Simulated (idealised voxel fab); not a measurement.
Process module heading - voxel fin reveal
Pictured: cross-section cut, 275 nm wide, on a grid of 5 nm square cells.
We lay out every cross-section as a grid of square cells and spell it out in bands from the top down, where one band means one or more rows of cells.
Band: top and bottom heights (nm) first, top before bottom; then materials from left to right, widths in nm. "all across" marks a sole material filling the band edge to edge. "blank" denotes empty space.
Heights are measured from 0, the level below which the as-received wafer is all one material; the lowest band has no bottom and continues downward, written as in "top 0, no bottom".
Quick explanation for "30..40": the width changes in equal steps down the rows of cells, from the first number in the band's top row to the second number in its bottom row.
Where a step carries "no modifications", the cross-section came out of it unchanged, cell for cell.
"Closed-off voids" specifies each empty space that is not open to the top and that occupies no fewer than 8 cells, using the form width x height at distance, the distance measured from the left edge and all three quantities in nm.
Text after the settings on a step's line: the simulator's own remark on that step.
The line of a step may include "overlay nm". On a step with a mask, this value is how far to the right of its planned place the mask lay. A negative value means the mask lay to the left.
## Planned step list for the process
1. RECEIVE [material Si]
2. CONFORMAL_DEP [material SiN] [thk nm 10]
3. PATTERN [tone cover] [mask id FINS] [material resist] [width nm 15] [pitch nm 35] [thk nm 20] [overlay nm 0]
4. DIRECTIONAL_ETCH [etch materials SiN] [depth nm 10]
5. DIRECTIONAL_ETCH [etch materials Si] [depth nm 40]
6. STRIP [etch materials resist]
7. OXIDIZE [depth nm 5]
8. FILL_DEP [material SiO2] [thk nm 15]
9. CMP [height nm 10]
10. SELECTIVE_ETCH [etch materials SiO2] [depth nm 25]
11. STRIP [etch materials SiN]
12. CONFORMAL_DEP [material HfO2] [thk nm 5]
## Here's what the wafer looked like in cross-section when it arrived - that's after step 1
- top 0, no bottom: Si all across
- Closed-off voids: none
## The first of two wafers, cross-sectioned at the end of the module, with the run proceeding as planned
- top 5, bottom 0: 110 blank / 15 HfO2 / 20 blank / 15 HfO2 / 115 blank
- top 0, bottom -10: 110 blank / 5 HfO2 / 5 Si / 5 HfO2 / 20 blank / 5 HfO2 / 5 Si / 5 HfO2 / 115 blank
- top -10, bottom -15: 115 HfO2 / 5 Si / 30 HfO2 / 5 Si / 120 HfO2
- top -15, bottom -45: 115 SiO2 / 5 Si / 30 SiO2 / 5 Si / 120 SiO2
- top -45, no bottom: Si all across
- Closed-off voids: none
## Cross-sectional view: second of two wafers, end of module; start and plan identical to the first, one mistake in running
- top 5, bottom 0: 110 blank / 15 HfO2 / 20 blank / 15 HfO2 / 115 blank
- top 0, bottom -35: 110 blank / 5 HfO2 / 5 Si / 5 HfO2 / 20 blank / 5 HfO2 / 5 Si / 5 HfO2 / 115 blank
- top -35, bottom -40: 115 HfO2 / 5 Si / 30 HfO2 / 5 Si / 120 HfO2
- top -40, bottom -45: 115 SiO2 / 5 Si / 30 SiO2 / 5 Si / 120 SiO2
- top -45, no bottom: Si all across
- Closed-off voids: none
Want to know what went wrong? in the plan, step 10 was performed twice
The final cell counts differ between the wafers, with the second having more or fewer of some materials than the first: HfO2: 20 more, SiO2: 265 fewer
